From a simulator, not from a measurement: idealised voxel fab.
Name of the process module below: voxel fin reveal
270 nm wide, 5 nm square cells: that's cross-section cut.
Square cells in a grid make up a cross-section in this document, and the grid is given as bands, listed from the top down, each one or more rows of cells.
The entry gives the band's vertical extent as a top height and a bottom height in nm, then its horizontal make-up as materials from left to right, each with a width in nm. "air" stands for empty space; a single material marked "all across" fills the band edge to edge.
Height datum 0, below which the as-received substrate wafer is one material. Lowest band open at the bottom, running downward: "0 and below".
You'd read "30 to 40" like this: the band's top row of cells is as wide as the first number, its bottom row is as wide as the second, and going down, every row changes width by the same amount as the row before did.
Step marked "everything unchanged"? Then no cell in the cross-section changed in it.
Voids not open to the top, 8 cells minimum: see "Non-vented voids". Written width x height at distance; distance is from the left edge; nm.
Anything after a step's settings on that line? It's the simulator's own note about the step.
A step line may carry the setting "overlay nm", which, for steps involving a mask, states the distance by which the mask lay to the right of its intended position; negative values denote displacement to the left.
INTENDED PROCESS STEPS
step 1: RECEIVE with material Si
step 2: CONFORMAL_DEP with material SiN, thk nm 5
step 3: PATTERN with tone cover, mask id FINS, material resist, width nm 15, pitch nm 45, thk nm 20, overlay nm 0
step 4: DIRECTIONAL_ETCH with etch materials SiN, depth nm 5
step 5: DIRECTIONAL_ETCH with etch materials Si, depth nm 30
step 6: STRIP with etch materials resist
step 7: FILL_DEP with material SiO2, thk nm 15
step 8: CMP with height nm 5
step 9: SELECTIVE_ETCH with etch materials SiO2, depth nm 15
step 10: STRIP with etch materials SiN
step 11: CONFORMAL_DEP with material HfO2, thk nm 5
HERE'S WHAT THE WAFER LOOKED LIKE IN CROSS-SECTION WHEN IT ARRIVED - THAT'S AFTER STEP 1
- 0 and below = Si all across
- Non-vented voids: none
FIRST OF TWO WAFERS, END-OF-MODULE SECTION, RUN FOLLOWED PLAN
- 5 down to 0 = 75 nm air, then 25 nm HfO2, then 20 nm air, then 25 nm HfO2, then 20 nm air, then 25 nm HfO2, then 80 nm air
- 0 down to -5 = 75 nm air, then 5 nm HfO2, then 15 nm Si, then 5 nm HfO2, then 20 nm air, then 5 nm HfO2, then 15 nm Si, then 5 nm HfO2, then 20 nm air, then 5 nm HfO2, then 15 nm Si, then 5 nm HfO2, then 80 nm air
- -5 down to -10 = 80 nm HfO2, then 15 nm Si, then 30 nm HfO2, then 15 nm Si, then 30 nm HfO2, then 15 nm Si, then 85 nm HfO2
- -10 down to -30 = 80 nm SiO2, then 15 nm Si, then 30 nm SiO2, then 15 nm Si, then 30 nm SiO2, then 15 nm Si, then 85 nm SiO2
- -30 and below = Si all across
- Non-vented voids: none
SO THIS IS WAFER NUMBER TWO OF THE TWO, CUT AT THE END OF THE MODULE - IT STARTED WHERE THE FIRST DID AND HAD THE SAME PLAN, WE JUST GOT ONE THING WRONG RUNNING IT
- 5 down to 0 = 75 nm air, then 25 nm HfO2, then 20 nm air, then 25 nm HfO2, then 20 nm air, then 25 nm HfO2, then 80 nm air
- 0 down to -5 = 75 nm air, then 5 nm HfO2, then 15 nm Si, then 5 nm HfO2, then 20 nm air, then 5 nm HfO2, then 15 nm Si, then 5 nm HfO2, then 20 nm air, then 5 nm HfO2, then 15 nm Si, then 5 nm HfO2, then 80 nm air
- -5 down to -10 = 70 nm HfO2, then 5 nm air, then 5 nm HfO2, then 15 nm Si, then 5 nm HfO2, then 20 nm air, then 5 nm HfO2, then 15 nm Si, then 5 nm HfO2, then 20 nm air, then 5 nm HfO2, then 15 nm Si, then 5 nm HfO2, then 5 nm air, then 75 nm HfO2
- -10 down to -15 = 65 nm SiO2, then 15 nm HfO2, then 15 nm Si, then 30 nm HfO2, then 15 nm Si, then 30 nm HfO2, then 15 nm Si, then 15 nm HfO2, then 70 nm SiO2
- -15 down to -30 = 80 nm SiO2, then 15 nm Si, then 30 nm SiO2, then 15 nm Si, then 30 nm SiO2, then 15 nm Si, then 85 nm SiO2
- -30 and below = Si all across
- Non-vented voids: none
Deviation noted in wafer processing: swap of plan steps 9 and 10 during execution
Final wafer comparison in cells, second versus first, more or fewer per material: 8 more of HfO2, 18 fewer of SiO2
